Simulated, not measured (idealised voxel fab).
Process module, titled voxel released beams
cross-section cut | 180 nm wide | cells 5 nm
When this document writes out a cross-section, it uses a grid of square cells and lists it as bands, beginning at the top and moving down, with a band standing for one or more rows of cells.
Top, bottom (nm), then materials left to right with widths (nm); lone material tagged "full width" fills the whole band edge to edge; "air" = empty space.
Height 0 is the level under which the wafer as received is all one material. The lowest band goes on downwards, as in "0 down".
When a width is written as two numbers, as in "30 to 40", the first number is the width in the top row of cells of the band and the second is the width in its bottom row, and the width changes by the same amount from each row to the next.
When a step is marked "same as before", none of the cells in the cross-section changed during that step.
Under "Enclosed voids" you'll find the enclosed gaps, the ones with no way out to the top, that are 8 cells or bigger; each reads width x height at distance, with distance counted from the left edge, everything in nm.
What comes after the settings on a step's line is commentary from the simulator itself on that step.
Steps that use a mask can have "overlay nm" on their line. It says how far the mask sat to the right of where it was meant to be. Negative means to the left.
-- Intended process steps
| 1 | RECEIVE: material Si |
| 2 | CONFORMAL_DEP: material SiN, thk nm 5 |
| 3 | DIRECTIONAL_DEP: material SiO2, thk nm 10 |
| 4 | DIRECTIONAL_DEP: material aC, thk nm 15 |
| 5 | PATTERN: tone open, mask id ANCHOR, material resist, width nm 40, thk nm 35, overlay nm 0 |
| 6 | DIRECTIONAL_ETCH: etch materials aC, depth nm 15 |
| 7 | STRIP: etch materials resist |
| 8 | DIRECTIONAL_ETCH: etch materials SiO2, depth nm 10 |
| 9 | STRIP: etch materials aC |
| 10 | CONFORMAL_DEP: material W, thk nm 15 |
| 11 | DIRECTIONAL_DEP: material aC, thk nm 10 |
| 12 | PATTERN: tone cover, mask id BEAM, material resist, width nm 100, thk nm 25, overlay nm 0 |
| 13 | DIRECTIONAL_ETCH: etch materials aC, depth nm 10 |
| 14 | STRIP: etch materials resist |
| 15 | DIRECTIONAL_ETCH: etch materials W, depth nm 15 |
| 16 | STRIP: etch materials aC |
| 17 | STRIP: etch materials SiO2 |
-- Incoming wafer in cross-section (state: after step 1)
    0 down = Si full width
    Enclosed voids: none
-- Run as planned - first of the two wafers cross-sectioned at the end of the module
    30 to 20 = air=35  W=20  air=10  W=70  air=45
    20 to 15 = air=35  W=100  air=45
    15 to 5 = air=40  W=40  air=100
    5 to 0 = SiN full width
    0 down = Si full width
    Enclosed voids: none
-- End-of-module cross-section of the second wafer: identical starting point and process plan to the first, with one processing mistake
    30 to 20 = air=35  W=20  air=10  W=70  air=45
    20 to 15 = air=35  W=100  air=45
    15 to 5 = air=40  W=40  air=100
    5 to 0 = W full width
    0 down = Si full width
    Enclosed voids: none
Against the plan, the run slipped here: step 2 went in with a setting other than planned; the actual run was CONFORMAL_DEP: material W, thk nm 5
Wrapping up, a cell-based count of both wafers puts the second over or under the first for these materials: -36 SiN; +36 W
